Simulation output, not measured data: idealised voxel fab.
process module | voxel local oxidation
cross-section cut | 250 nm wide | cells 5 nm
A cross-section is a grid of square cells, given in bands from the top down. A band is one or more rows of cells.
Each band's line starts with the height of the band's top and of its bottom, in nm. Then come its materials from left to right, each with its width in nm. One material with "throughout" fills the band from edge to edge. "air" is empty space.
Height 0 is the level under which the wafer as received is all one material. The lowest band goes on downwards, as in "0 down".
A width such as "30 to 40" changes by the same amount from each row of cells to the next, from the band's top row to its bottom row.
"no change" after a step means that no cell of the cross-section changed.
closed voids: empty space of 8 cells or more with no open way to the top, each as width x height at its distance from the left edge, in nm
after a step's settings: what the simulator itself notes on the step
overlay nm, on a step with a mask: how far to the right of its planned place the mask lay; to the left if negative
plan
1 op RECEIVE | material Si
2 op OXIDIZE | depth nm 5
3 op CONFORMAL_DEP | material SiN | thk nm 15
4 op DIRECTIONAL_DEP | material aC | thk nm 15
5 op PATTERN | tone cover | mask id ACTIVE | material resist | width nm 95 | thk nm 35 | overlay nm 0
6 op DIRECTIONAL_ETCH | etch materials aC | depth nm 15
7 op STRIP | etch materials resist
8 op DIRECTIONAL_ETCH | etch materials SiN | depth nm 15
9 op STRIP | etch materials aC
10 op SELECTIVE_ETCH | etch materials SiO2 | depth nm 5
11 op OXIDIZE | depth nm 10
12 op STRIP | etch materials SiN
first wafer, as planned
as received, after step 1
  0 down: Si throughout
  closed voids: none
after step 2
  0 to -5: SiO2 throughout
  below -5: unchanged
after step 3
  15 to 0: SiN throughout
  below 0: unchanged
after step 4
  30 to 15: aC throughout
  below 15: unchanged
after step 5
  65 to 30: air 75 | resist 95 | air 80
  below 30: unchanged
after step 6
  50 to 30: air 75 | resist 95 | air 80
  30 to 15: air 75 | aC 95 | air 80
  below 15: unchanged
after step 7
  30 to 15: air 75 | aC 95 | air 80
  below 15: unchanged
after step 8
  30 to 15: air 75 | aC 95 | air 80
  15 to 0: air 75 | SiN 95 | air 80
  below 0: unchanged
after step 9
  15 to 0: air 75 | SiN 95 | air 80
  below 0: unchanged
after step 10
  15 to 0: air 75 | SiN 95 | air 80
  0 to -5: air 80 | SiO2 85 | air 85
  below -5: unchanged
after step 11
  15 to 0: air 75 | SiN 95 | air 80
  0 to -5: air 80 | SiO2 85 | air 85
  -5 to -15: SiO2 90 | Si 65 | SiO2 95
  below -15: unchanged
after step 12
  0 to -5: air 80 | SiO2 85 | air 85
  below -5: unchanged
second wafer: like start, like plan, one mistake. Through step 2 it matches the first wafer
when step 3 should have ended
  15 to -5: SiO2 throughout
  below -5: unchanged
when step 4 should have ended
  30 to 15: aC throughout
  below 15: unchanged
when step 5 should have ended
  65 to 30: air 75 | resist 95 | air 80
  below 30: unchanged
when step 6 should have ended
  50 to 30: air 75 | resist 95 | air 80
  30 to 15: air 75 | aC 95 | air 80
  below 15: unchanged
when step 7 should have ended
  30 to 15: air 75 | aC 95 | air 80
  below 15: unchanged
when step 8 should have ended: no change
when step 9 should have ended
  15 to -5: SiO2 throughout
  below -5: unchanged
when step 10 should have ended
  10 to -5: SiO2 throughout
  below -5: unchanged
when step 11 should have ended: no change
when step 12 should have ended: no change
what went wrong: step 3 ran as: op CONFORMAL_DEP | material SiO2 | thk nm 15
at the end the second wafer has, in cells: 74 more of Si | 59 more of SiO2
